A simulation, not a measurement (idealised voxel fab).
Process module in this document: voxel wiring stack
Section shown: cut. Width: 280 nm. Cell size: 5 nm, square.
Square cells in a grid make up a cross-section in this document, and the grid is given as bands, listed from the top down, each one or more rows of cells.
Each band's line starts with the height of the band's top and of its bottom, in nm. Then come its materials from left to right, each with its width in nm. One material with "all across" fills the band from edge to edge. "empty" is empty space.
The level at which height equals 0 is the one under which the wafer, as it arrives, is entirely one material. No lower edge exists for the bottom band, which continues downward and is notated as in "0 -> down".
Note: "30..40" means the width goes from the first number (top row of the band) to the second number (bottom row) in equal steps per row of cells.
The designation "nothing was modified", where it is given for a processing step, indicates that no cell of the cross-section was altered in the course of that step.
You'll see "Closed void table" listing empty spaces that have no way open to the top, as long as they're 8 cells or more; the notation is width x height at distance, where the distance is from the left edge, and all of it is in nm.
The remark found on a step's line after its settings is issued by the simulator itself and pertains to that step.
On any step carrying a mask, the "overlay nm" setting, if present on the step's line, tells how far right of its planned place the mask lay; negative values point to the left.
Planned step list for the process:
1 RECEIVE [material Si]
2 CONFORMAL_DEP [material SiO2] [thk nm 15]
3 CONFORMAL_DEP [material SiN] [thk nm 5]
4 DIRECTIONAL_DEP [material lowk] [thk nm 15]
5 DIRECTIONAL_DEP [material aC] [thk nm 15]
6 PATTERN [tone open] [mask id METAL_1] [material resist] [width nm 25] [pitch nm 55] [thk nm 35] [overlay nm 0]
7 DIRECTIONAL_ETCH [etch materials aC] [depth nm 15]
8 STRIP [etch materials resist]
9 DIRECTIONAL_ETCH [etch materials lowk] [depth nm 15]
10 DIRECTIONAL_ETCH [etch materials SiN] [depth nm 5]
11 STRIP [etch materials aC]
12 CONFORMAL_DEP [material TiN] [thk nm 5]
13 FILL_DEP [material Cu] [thk nm 10]
14 CMP [height nm 35]
15 EPI [material Ru] [thk nm 5]
16 FILL_DEP [material SiCN] [thk nm 5]
17 DIRECTIONAL_DEP [material SiO2] [thk nm 25]
18 MASKED_ETCH [tone open] [mask id METAL_2] [width nm 25] [pitch nm 55] [etch materials SiO2] [depth nm 15] [overlay nm 0]
19 PATTERN [tone open] [mask id METAL_2_HOLES] [material resist] [width nm 15] [thk nm 20] [overlay nm 0]
20 DIRECTIONAL_ETCH [etch materials SiO2] [depth nm 10]
21 DIRECTIONAL_ETCH [etch materials SiCN] [depth nm 5]
22 STRIP [etch materials resist]
23 CONFORMAL_DEP [material TiN] [thk nm 5]
24 FILL_DEP [material Cu] [thk nm 5]
25 CMP [height nm 70]
26 CONFORMAL_DEP [material SiCN] [thk nm 5]
27 DIRECTIONAL_DEP [material SiO2] [thk nm 30]
28 PATTERN [tone open] [mask id METAL_3] [material resist] [width nm 25] [pitch nm 55] [thk nm 15] [overlay nm 0]
29 DIRECTIONAL_ETCH [etch materials SiO2] [depth nm 15]
30 STRIP [etch materials resist]
31 PATTERN [tone open] [mask id METAL_3_HOLES] [material resist] [width nm 15] [pitch nm 55] [thk nm 15] [overlay nm 0]
32 DIRECTIONAL_ETCH [etch materials SiO2] [depth nm 15]
33 DIRECTIONAL_ETCH [etch materials SiCN] [depth nm 5]
34 STRIP [etch materials resist]
35 CONFORMAL_DEP [material TiN] [thk nm 5]
36 FILL_DEP [material Ru] [thk nm 10]
37 CMP [height nm 105]
38 CONFORMAL_DEP [material SiCN] [thk nm 5]
Cross-sectional view of the wafer in its as-received condition, corresponding to the state after step 1:
    0 -> down: Si all across
    Closed void table: none
First wafer of two, sectioned at end of module; run went per plan:
    110 -> 105: SiCN all across
    105 -> 95: SiO2 100, TiN 5, Ru 15, TiN 5, SiO2 30, TiN 5, Ru 15, TiN 5, SiO2 100
    95 -> 90: SiO2 100, TiN 5, Ru 5, TiN 15, SiO2 30, TiN 5, Ru 5, TiN 15, SiO2 100
    90 -> 75: SiO2 100, TiN 5, Ru 5, TiN 5, SiO2 40, TiN 5, Ru 5, TiN 5, SiO2 110
    75 -> 70: SiCN 100, TiN 15, SiCN 40, TiN 15, SiCN 110
    70 -> 60: SiO2 100, TiN 5, Cu 15, TiN 5, SiO2 30, TiN 5, Cu 15, TiN 5, SiO2 100
    60 -> 55: SiO2 100, TiN 5, Cu 5, TiN 15, SiO2 30, TiN 25, SiO2 100
    55 -> 45: SiO2 100, TiN 5, Cu 5, TiN 5, SiO2 165
    45 -> 40: SiCN 100, TiN 15, SiCN 165
    40 -> 35: SiCN 95, Ru 35, SiCN 20, Ru 35, SiCN 95
    35 -> 20: lowk 100, TiN 5, Cu 15, TiN 5, lowk 30, TiN 5, Cu 15, TiN 5, lowk 100
    20 -> 15: SiN 100, TiN 25, SiN 30, TiN 25, SiN 100
    15 -> 0: SiO2 all across
    0 -> down: Si all across
    Closed void table: none
Here's the second of our two wafers sectioned at module end. Same start as the first, same plan, but one mistake got made running it:
    110 -> 105: SiCN all across
    105 -> 95: SiO2 100, TiN 5, Ru 15, TiN 5, SiO2 30, TiN 5, Ru 15, TiN 5, SiO2 100
    95 -> 90: SiO2 100, TiN 5, Ru 5, TiN 15, SiO2 30, TiN 5, Ru 5, TiN 15, SiO2 100
    90 -> 75: SiO2 100, TiN 5, Ru 5, TiN 5, SiO2 40, TiN 5, Ru 5, TiN 5, SiO2 110
    75 -> 70: SiCN 100, TiN 15, SiCN 40, TiN 15, SiCN 110
    70 -> 60: SiO2 100, TiN 5, Cu 15, TiN 5, SiO2 30, TiN 5, Cu 15, TiN 5, SiO2 100
    60 -> 55: SiO2 100, TiN 5, Cu 5, TiN 15, SiO2 30, TiN 25, SiO2 100
    55 -> 45: SiO2 100, TiN 5, Cu 5, TiN 5, SiO2 165
    45 -> 40: SiCN 100, TiN 15, SiCN 165
    40 -> 35: SiCN 95, Ru 35, SiCN 20, Ru 35, SiCN 95
    35 -> 30: SiN 100, TiN 25, SiN 30, TiN 25, SiN 100
    30 -> 15: lowk all across
    15 -> 0: SiO2 all across
    0 -> down: Si all across
    Closed void table: none
Diagnosis: note: step 3 <-> step 4, run order reversed vs plan
It is noted that, at the conclusion of processing, the second wafer exhibits a higher or lower cell count for certain materials relative to the first: -18 Cu; -12 TiN; +30 lowk
